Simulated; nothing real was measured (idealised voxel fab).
Title: Process Module voxel released beams
Each square cell in cross-section cut measures 5 nm, and the section as a whole is 200 nm wide.
If you're reading a cross-section in this doc, picture square cells in a grid; it comes to you as bands, top ones listed first down to the bottom, and a band can be one or more rows of cells.
Heights first: top, then bottom, in nm. Then materials, left to right, each with a width in nm. "everywhere" on a single material: fills the band edge to edge. "empty": empty space.
Heights are reckoned from 0. Under this level, the received wafer is all of one material. The bottommost band is open-ended downward, for example "0 -> down".
Width: "30..40" (first number = top row, second number = bottom row, same change from row to row of cells).
"nothing different" for a step: no cell of the cross-section changed in that step.
If an empty space has no open way to the top and is at least 8 cells in size, "Cavities, sealed" lists it, written width x height at distance, where distance is measured from the left edge and every value is in nm.
Note: text after step settings on the step line = simulator remark on that step.
overlay nm: step with mask; distance mask lay right of planned place; negative value = left of planned place.
## The planned process steps are enumerated hereunder
1: RECEIVE,material Si
2: CONFORMAL_DEP,material Al2O3,thk nm 5
3: DIRECTIONAL_DEP,material SiO2,thk nm 15
4: DIRECTIONAL_DEP,material aC,thk nm 10
5: PATTERN,tone open,mask id ANCHOR,material resist,width nm 25,thk nm 30,overlay nm 0
6: DIRECTIONAL_ETCH,etch materials aC,depth nm 10
7: STRIP,etch materials resist
8: DIRECTIONAL_ETCH,etch materials SiO2,depth nm 15
9: STRIP,etch materials aC
10: CONFORMAL_DEP,material W,thk nm 10
11: PATTERN,tone cover,mask id BEAM,material resist,width nm 70,thk nm 15,overlay nm 0
12: DIRECTIONAL_ETCH,etch materials W,depth nm 10
13: STRIP,etch materials resist
14: STRIP,etch materials SiO2
## Here's what the wafer looked like in cross-section when it arrived - that's after step 1
- 0 -> down = Si everywhere
- Cavities, sealed: none
## The following cross-section depicts the wafer upon conclusion of the module. Processing commenced from the starting condition illustrated above and adhered to the plan illustrated above, save for one mistake in execution
- 25 -> 15 = empty (60) / W (15) / empty (5) / W (50) / empty (70)
- 15 -> 10 = empty (65) / W (10) / empty (5) / W (10) / empty (110)
- 10 -> 0 = empty (65) / W (25) / empty (110)
- 0 -> down = Si everywhere
- Cavities, sealed: none
Want to know what went wrong? step 2 of the plan was bypassed and not carried out
